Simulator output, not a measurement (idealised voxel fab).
A process module follows: voxel self aligned vias.
FYI the section here is cut, 155 nm wide, cells are 5 nm squares.
A cross-section is written here as square cells arranged in a grid, and it is given in bands from the top down, each band taking up one or more rows of cells. First you get the band's top height and its bottom height, in nm, and then the materials it's made of, left to right, with each width in nm. If you see a single material with "everywhere", that one covers the band edge to edge. "blank" is empty space. Height reference: 0 = level under which incoming wafer is all one material. Lowest band: no bottom, runs on downward, e.g. "0 -> down". The expression "30 to 40" gives the width at the extremes of the band, the first number at its top row of cells and the second at its bottom row, with the width changing by equal amounts from each row to the next in between. The designation "nothing different", where it is given for a processing step, indicates that no cell of the cross-section was altered in the course of that step. The entry "Enclosed void listing" lists the empty spaces that cover at least 8 cells and have no open path to the top. Each is written as width x height at distance, where the distance is measured from the left edge and all three values are in nm. Where a step's line continues beyond its settings, the continuation is a remark by the simulator itself on that step. overlay nm: where the mask lay relative to plan, measured to the right, on steps with a mask; negatives go left.

List of planned process steps
step 1: op RECEIVE | material Si
step 2: op CONFORMAL_DEP | material SiO2 | thk nm 10
step 3: op CONFORMAL_DEP | material SiCN | thk nm 5
step 4: op DIRECTIONAL_DEP | material SiO2 | thk nm 20
step 5: op DIRECTIONAL_DEP | material aC | thk nm 15
step 6: op PATTERN | tone open | mask id LINES | material resist | width nm 25 | pitch nm 60 | thk nm 35 | overlay nm 0
step 7: op DIRECTIONAL_ETCH | etch materials aC | depth nm 15
step 8: op STRIP | etch materials resist
step 9: op DIRECTIONAL_ETCH | etch materials SiO2 | depth nm 20
step 10: op STRIP | etch materials aC
step 11: op CONFORMAL_DEP | material TiN | thk nm 5
step 12: op FILL_DEP | material W | thk nm 10
step 13: op CMP | height nm 35
step 14: op SELECTIVE_ETCH | etch materials W Ru TiN | depth nm 10
step 15: op FILL_DEP | material SiN | thk nm 10
step 16: op CMP | height nm 35
step 17: op DIRECTIONAL_DEP | material SiO2 | thk nm 15
step 18: op PATTERN | tone open | mask id VIAS | material resist | width nm 35 | pitch nm 60 | thk nm 15 | overlay nm 0
step 19: op DIRECTIONAL_ETCH | etch materials SiO2 | depth nm 15
step 20: op DIRECTIONAL_ETCH | etch materials SiN | depth nm 10
step 21: op STRIP | etch materials resist
step 22: op CONFORMAL_DEP | material TiN | thk nm 5
step 23: op FILL_DEP | material W | thk nm 5
step 24: op CMP | height nm 50
step 25: op CONFORMAL_DEP | material SiCN | thk nm 5

Here's what the wafer looked like in cross-section when it arrived - that's after step 1
0 -> down  Si everywhere
Enclosed void listing: none

The cross-section shown corresponds to the wafer at the conclusion of the module. The initial structure and the process plan are those presented above; however, one mistake occurred in executing the plan
55 -> 50  SiCN everywhere
50 -> 35  SiO2 30 nm  TiN 5 nm  W 25 nm  TiN 5 nm  SiO2 25 nm  TiN 5 nm  W 25 nm  TiN 5 nm  SiO2 30 nm
35 -> 30  SiN 30 nm  TiN 10 nm  W 15 nm  TiN 10 nm  SiN 25 nm  TiN 10 nm  W 15 nm  TiN 10 nm  SiN 30 nm
30 -> 25  SiO2 35 nm  TiN 25 nm  SiO2 35 nm  TiN 25 nm  SiO2 35 nm
25 -> 15  SiO2 35 nm  TiN 5 nm  W 15 nm  TiN 5 nm  SiO2 35 nm  TiN 5 nm  W 15 nm  TiN 5 nm  SiO2 35 nm
15 -> 10  SiO2 35 nm  TiN 25 nm  SiO2 35 nm  TiN 25 nm  SiO2 35 nm
10 -> 0  SiO2 everywhere
0 -> down  Si everywhere
Enclosed void listing: none
Diagnosis: not run: step 3 of the plan (skipped)
